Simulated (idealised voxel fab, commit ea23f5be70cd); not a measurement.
The following is a process module called voxel wiring stack.
We display cut, a cross-section 250 nm in width whose square cells are each 5 nm.
In what follows, cross-sections appear as grids of square cells, described through bands that run from the top down, where every band is one or more rows of cells. A band entry consists of two parts. The first gives the height of the band's top and the height of its bottom, in nm. The rest lists the band's materials from left to right, each with its width in nm. A single material labelled with the word "everywhere" fills the band from edge to edge, and the word "empty" marks empty space. The level at which height equals 0 is the one under which the wafer, as it arrives, is entirely one material. No lower edge exists for the bottom band, which continues downward and is notated as in "0 and below". Graded width ("30->40"): value in top row of band = first number; value in bottom row = second number; row-to-row change constant. "remained unchanged" (step): cross-section cells unchanged, all of them. Empty spaces counting at least 8 cells and having no open way to the top are listed in "Cavities, closed". The notation width x height at distance is used for each, the distance being from the left edge and all three values in nm. Heads up: the bit after the settings on a step's line is the simulator's remark on that step. "overlay nm", when on a step's line for a step with a mask, measures how far to the right of its planned place the mask lay; a negative measure means to the left.
The planned process steps are enumerated hereunder
1 RECEIVE with material Si
2 CONFORMAL_DEP with material SiO2, thk nm 10
3 DIRECTIONAL_DEP with material TiN, thk nm 5
4 DIRECTIONAL_DEP with material Ru, thk nm 15
5 DIRECTIONAL_DEP with material aC, thk nm 10
6 PATTERN with tone cover, mask id METAL_1, material resist, width nm 30, pitch nm 50, thk nm 25, overlay nm 0
7 DIRECTIONAL_ETCH with etch materials aC, depth nm 10
8 STRIP with etch materials resist
9 DIRECTIONAL_ETCH with etch materials Ru, depth nm 15
10 DIRECTIONAL_ETCH with etch materials TiN, depth nm 5
11 STRIP with etch materials aC
12 FILL_DEP with material SiO2, thk nm 5
13 CMP with height nm 30
14 CONFORMAL_DEP with material SiCN, thk nm 5
15 DIRECTIONAL_DEP with material lowk, thk nm 30
16 MASKED_ETCH with tone open, mask id METAL_2, width nm 30, pitch nm 50, etch materials lowk, depth nm 20, overlay nm 0
17 MASKED_ETCH with tone open, mask id METAL_2_HOLES, width nm 15, pitch nm 100, etch materials lowk, depth nm 10, overlay nm -15
18 MASKED_ETCH with tone open, mask id METAL_2_HOLES, width nm 15, pitch nm 100, etch materials SiCN, depth nm 5, overlay nm 0
19 CONFORMAL_DEP with material TiN, thk nm 5
20 FILL_DEP with material Ru, thk nm 5
21 CMP with height nm 65
22 CONFORMAL_DEP with material SiCN, thk nm 5
23 DIRECTIONAL_DEP with material lowk, thk nm 10
24 PATTERN with tone open, mask id PLUG_2, material resist, width nm 15, pitch nm 50, thk nm 20, overlay nm 0
25 DIRECTIONAL_ETCH with etch materials lowk, depth nm 10
26 DIRECTIONAL_ETCH with etch materials SiCN, depth nm 5
27 STRIP with etch materials resist
28 EPI with material Ru, thk nm 10
29 EPI with material Ru, thk nm 5
30 CONFORMAL_DEP with material SiCN, thk nm 5
31 DIRECTIONAL_DEP with material SiO2, thk nm 25
32 PATTERN with tone open, mask id METAL_3, material resist, width nm 30, pitch nm 50, thk nm 15, overlay nm 0
33 DIRECTIONAL_ETCH with etch materials SiO2, depth nm 25
34 DIRECTIONAL_ETCH with etch materials SiCN, depth nm 5
35 STRIP with etch materials resist
36 CONFORMAL_DEP with material TiN, thk nm 5
37 FILL_DEP with material Ru, thk nm 5
38 CMP with height nm 110
39 CONFORMAL_DEP with material SiN, thk nm 5
Variable across wafers: step 17 overlay nm (plan value is that of the first wafer; starting state common to all).
So this is the first of several wafers, cross-sectioned as it came to us, meaning it's at the end of step 1
	0 and below = Si everywhere
	Cavities, closed: none
Table: wafers, a row each; end-of-module cell change per material since receipt, gain (+), loss (-); then closed voids
overlay nm -15; +183 Ru; +123 SiCN; +50 SiN; +388 SiO2; +108 TiN; +298 lowk; Cavities, closed: none
overlay nm -10; +181 Ru; +121 SiCN; +50 SiN; +388 SiO2; +112 TiN; +298 lowk; Cavities, closed: none
overlay nm -5; +179 Ru; +119 SiCN; +50 SiN; +388 SiO2; +116 TiN; +298 lowk; Cavities, closed: none
overlay nm 0; +183 Ru; +117 SiCN; +50 SiN; +388 SiO2; +114 TiN; +298 lowk; Cavities, closed: none
overlay nm 5; +181 Ru; +119 SiCN; +50 SiN; +388 SiO2; +114 TiN; +298 lowk; Cavities, closed: none
overlay nm 10; +181 Ru; +121 SiCN; +50 SiN; +388 SiO2; +112 TiN; +298 lowk; Cavities, closed: none
overlay nm 15; +181 Ru; +123 SiCN; +50 SiN; +388 SiO2; +110 TiN; +298 lowk; Cavities, closed: none
